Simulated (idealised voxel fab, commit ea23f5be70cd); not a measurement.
Name of the process module below: voxel ribs on slabs
Section shown: cut. Width: 215 nm. Cell size: 5 nm, square.
How to read a cross-section here: the picture is a grid of square cells, written as bands going from the top down, and any band can span one or more rows of cells. Band: top and bottom heights (nm) first, top before bottom; then materials from left to right, widths in nm. "full width" marks a sole material filling the band edge to edge. "blank" denotes empty space. Height reference: 0 = level under which incoming wafer is all one material. Lowest band: no bottom, runs on downward, e.g. "from 0 down". Graded width ("30 to 40"): value in top row of band = first number; value in bottom row = second number; row-to-row change constant. You'll sometimes find "remains unaltered" written for a step, and that's the way of saying that nowhere in the cross-section did a cell change during that step. "Enclosed internal cavities" - sealed voids, min. 8 cells, no opening to top; format: width x height at distance (distance from left edge; nm throughout). Where a step's line continues beyond its settings, the continuation is a remark by the simulator itself on that step. Among the settings permitted on a step's line is "overlay nm"; applied to a step with a mask, it specifies the extent to which the mask lay to the right of its planned position, whereas a negative figure signifies a position to the left.
## Below is the list of planned process steps
1. RECEIVE: material Si
2. DIRECTIONAL_DEP: material SiO2, thk nm 20
3. DIRECTIONAL_DEP: material polySi, thk nm 25
4. PATTERN: tone cover, mask id RIB, material resist, width nm 30, thk nm 20, overlay nm 0
5. DIRECTIONAL_ETCH: etch materials polySi, depth nm 20
6. STRIP: etch materials resist
7. MASKED_ETCH: tone cover, mask id SLAB, width nm 70, etch materials polySi, depth nm 5, overlay nm 0
8. FILL_DEP: material SiO2, thk nm 25
9. CMP: height nm 65
10. DIRECTIONAL_DEP: material W, thk nm 10
11. MASKED_ETCH: tone cover, mask id HEATER, width nm 40, etch materials W, depth nm 10, overlay nm 0
12. CONFORMAL_DEP: material SiO2, thk nm 10
## Cross-section of the wafer at receipt, which is the condition after step 1
from 0 down | Si full width
Enclosed internal cavities: none
## Look at the cross-section after the module: the wafer started out the way shown above and the plan was the one shown above, yet one mistake was made along the way
from 85 to 75 | blank=75, then SiO2=60, then blank=80
from 75 to 65 | SiO2=85, then W=40, then SiO2=90
from 65 to 25 | SiO2 full width
from 25 to 0 | polySi full width
from 0 down | Si full width
Enclosed internal cavities: none
Deviation from plan: transposition of steps 2 and 3 relative to the planned sequence
